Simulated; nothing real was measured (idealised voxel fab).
Documented hereafter: the process module known as voxel air gaps.
Section cut is 290 nm wide and gridded with 5 nm square cells.
A cross-section is written here as square cells arranged in a grid, and it is given in bands from the top down, each band taking up one or more rows of cells.
Each band's line starts with the height of the band's top and of its bottom, in nm. Then come its materials from left to right, each with its width in nm. One material with "everywhere" fills the band from edge to edge. "blank" is empty space.
Ref level 0: as-received wafer is one material below here. Bottom band extends down with no lower bound ("top 0, no bottom").
The width entry "30..40" should be interpreted row by row: the top row of cells in the band takes the first number, the bottom row takes the second number, and the change between adjacent rows is uniform throughout.
Key: "no modification" - step with no changed cell in the cross-section.
"Closed void listing" enumerates empty spaces isolated from the top, with no open way to it, that contain at least 8 cells, giving each as width x height at distance from the left edge, all three in nm.
On a step's line, text after the settings is the simulator commenting on that step.
Steps that use a mask can have "overlay nm" on their line. It says how far the mask sat to the right of where it was meant to be. Negative means to the left.
plan:
1,RECEIVE with material Si
2,CONFORMAL_DEP with material SiO2, thk nm 15
3,CONFORMAL_DEP with material SiCN, thk nm 5
4,DIRECTIONAL_DEP with material SiO2, thk nm 40
5,DIRECTIONAL_DEP with material aC, thk nm 15
6,PATTERN with tone open, mask id LINES, material resist, width nm 20, pitch nm 45, thk nm 30, overlay nm 0
7,DIRECTIONAL_ETCH with etch materials aC, depth nm 15
8,STRIP with etch materials resist
9,DIRECTIONAL_ETCH with etch materials SiO2, depth nm 40
10,STRIP with etch materials aC
11,CONFORMAL_DEP with material TiN, thk nm 5
12,FILL_DEP with material W, thk nm 5
13,CMP with height nm 60
14,EPI with material Ru, thk nm 10
15,SELECTIVE_ETCH with etch materials SiO2, depth nm 50
16,CONFORMAL_DEP with material SiCN, thk nm 5
Wafer as received: cross-section following step 1:
> top 0, no bottom: Si everywhere
> Closed void listing: none
Module complete, cross-section. Starting point and plan per above. One mistake made in running the module:
> top 65, bottom 55: SiCN everywhere
> top 55, bottom 0: SiO2 everywhere
> top 0, no bottom: Si everywhere
> Closed void listing: none
Here's what went sideways: deviation from plan: step 4 and step 3 executed in one another's positions
